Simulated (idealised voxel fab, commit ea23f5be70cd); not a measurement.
Title: Process Module voxel trench capacitor
Cross-sectional view cut (width: 200 nm; square cell size: 5 nm).
Cross-section, as written here: a square-cell grid given band by band from the top down, where a band holds one or more rows of cells. Quick guide to a band line: top height, bottom height (nm) up front; then every material left to right with its width in nm. Only one material and it's marked "all across"? Then it fills the band edge to edge. And "blank" just means empty space. Convention: height 0 is the level below which the wafer, as received, is all one material. The lowest band does not terminate at the bottom but continues downward, represented as "z 0 and below". Top row gets the first number, bottom row gets the second, and each row in between changes by the same step: that is how a band width like "30 to 40" works. No cell of the cross-section changed in a step that is given as "no change occurred". If an empty space has no open way to the top and is at least 8 cells in size, "Tabulated closed voids" lists it, written width x height at distance, where distance is measured from the left edge and every value is in nm. Heads up: the bit after the settings on a step's line is the simulator's remark on that step. overlay nm: step with mask; distance mask lay right of planned place; negative value = left of planned place.

**Planned step list for the process**
- 1: RECEIVE, material Si
- 2: CONFORMAL_DEP, material SiN, thk nm 5
- 3: DIRECTIONAL_DEP, material aC, thk nm 15
- 4: PATTERN, tone open, mask id TRENCH, material resist, width nm 25, pitch nm 40, thk nm 35, overlay nm 0
- 5: DIRECTIONAL_ETCH, etch materials aC, depth nm 15
- 6: STRIP, etch materials resist
- 7: DIRECTIONAL_ETCH, etch materials SiN, depth nm 5
- 8: DIRECTIONAL_ETCH, etch materials Si, depth nm 35
- 9: STRIP, etch materials aC
- 10: CONFORMAL_DEP, material Al2O3, thk nm 5
- 11: FILL_DEP, material polySi, thk nm 5
- 12: CMP, height nm 5

**This is the cross-section of the wafer as we received it, i.e. after step 1**
- z 0 and below | Si all across
- Tabulated closed voids: none

**Same starting wafer, same plan as above, one mistake in the execution; this is the cross-section at the end of the module**
- z 5 to 0 | polySi (40), Al2O3 (5), SiN (25), Al2O3 (5), polySi (5), Al2O3 (5), SiN (25), Al2O3 (5), polySi (5), Al2O3 (5), SiN (25), Al2O3 (5), polySi (45)
- z 0 to -30 | polySi (40), Al2O3 (5), Si (25), Al2O3 (5), polySi (5), Al2O3 (5), Si (25), Al2O3 (5), polySi (5), Al2O3 (5), Si (25), Al2O3 (5), polySi (45)
- z -30 to -35 | Al2O3 (45), Si (25), Al2O3 (15), Si (25), Al2O3 (15), Si (25), Al2O3 (50)
- z -35 and below | Si all across
- Tabulated closed voids: none
Processing error: contrary to plan, step 4 was performed as PATTERN, tone cover, mask id TRENCH, material resist, width nm 25, pitch nm 40, thk nm 35, overlay nm 0
